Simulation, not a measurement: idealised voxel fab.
voxel tone inversion: a process module
This is section cut - it's 220 nm across, gridded in 5 nm square cells.
Cross-section spec: square-cell grid; bands listed top down; each band is one or more rows.
Heights first: top, then bottom, in nm. Then materials, left to right, each with a width in nm. "everywhere" on a single material: fills the band edge to edge. "blank": empty space.
Height 0 is the level under which the wafer as received is all one material. The lowest band goes on downwards, as in "from 0 down".
Graded width ("30 to 40"): value in top row of band = first number; value in bottom row = second number; row-to-row change constant.
For the purposes of this document, the phrase "left unchanged" attached to a step denotes that no cell within the cross-section was modified by that step.
Enclosed voids (no open way to top), threshold 8 cells or more, entry "Sealed voids", notation width x height at distance, distance from left edge, nm.
Past the settings on a step's line: simulator remark, on that step.
overlay nm: where the mask lay relative to plan, measured to the right, on steps with a mask; negatives go left.

**Steps in the process plan**
1,RECEIVE | material Si
2,CONFORMAL_DEP | material SiCN | thk nm 10
3,DIRECTIONAL_DEP | material aC | thk nm 15
4,PATTERN | tone cover | mask id POSTS | material resist | width nm 25 | pitch nm 55 | thk nm 25 | overlay nm 0
5,DIRECTIONAL_ETCH | etch materials aC | depth nm 15
6,STRIP | etch materials resist
7,FILL_DEP | material lowk | thk nm 5
8,CMP | height nm 25
9,STRIP | etch materials aC
10,CONFORMAL_DEP | material TiN | thk nm 5
11,FILL_DEP | material Ru | thk nm 10
12,CMP | height nm 25
13,CONFORMAL_DEP | material SiN | thk nm 5

**This is the cross-section of the wafer as we received it, i.e. after step 1**
    from 0 down | Si everywhere
    Sealed voids: none

**Here's the cross-section of the first of our two wafers at the end of the module - it ran as planned**
    from 30 to 25 | SiN everywhere
    from 25 to 15 | lowk: 40, TiN: 5, Ru: 15, TiN: 5, lowk: 30, TiN: 5, Ru: 15, TiN: 5, lowk: 30, TiN: 5, Ru: 15, TiN: 5, lowk: 45
    from 15 to 10 | lowk: 40, TiN: 25, lowk: 30, TiN: 25, lowk: 30, TiN: 25, lowk: 45
    from 10 to 0 | SiCN everywhere
    from 0 down | Si everywhere
    Sealed voids: none

**Second wafer through the module, sectioned at the end: same beginning and same plan as the first wafer, with one mistake in carrying it out**
    from 30 to 25 | SiN everywhere
    from 25 to 15 | SiCN everywhere
    from 15 to 0 | aC everywhere
    from 0 down | Si everywhere
    Sealed voids: none
Which mistake was made when the wafer was run? the processing plan was not followed for steps 2 and 3, which were run with their positions exchanged
Per the end-of-run cell counts, the second wafer holds more or fewer of some materials than the first: Ru -18, TiN -27, aC +132, lowk -87
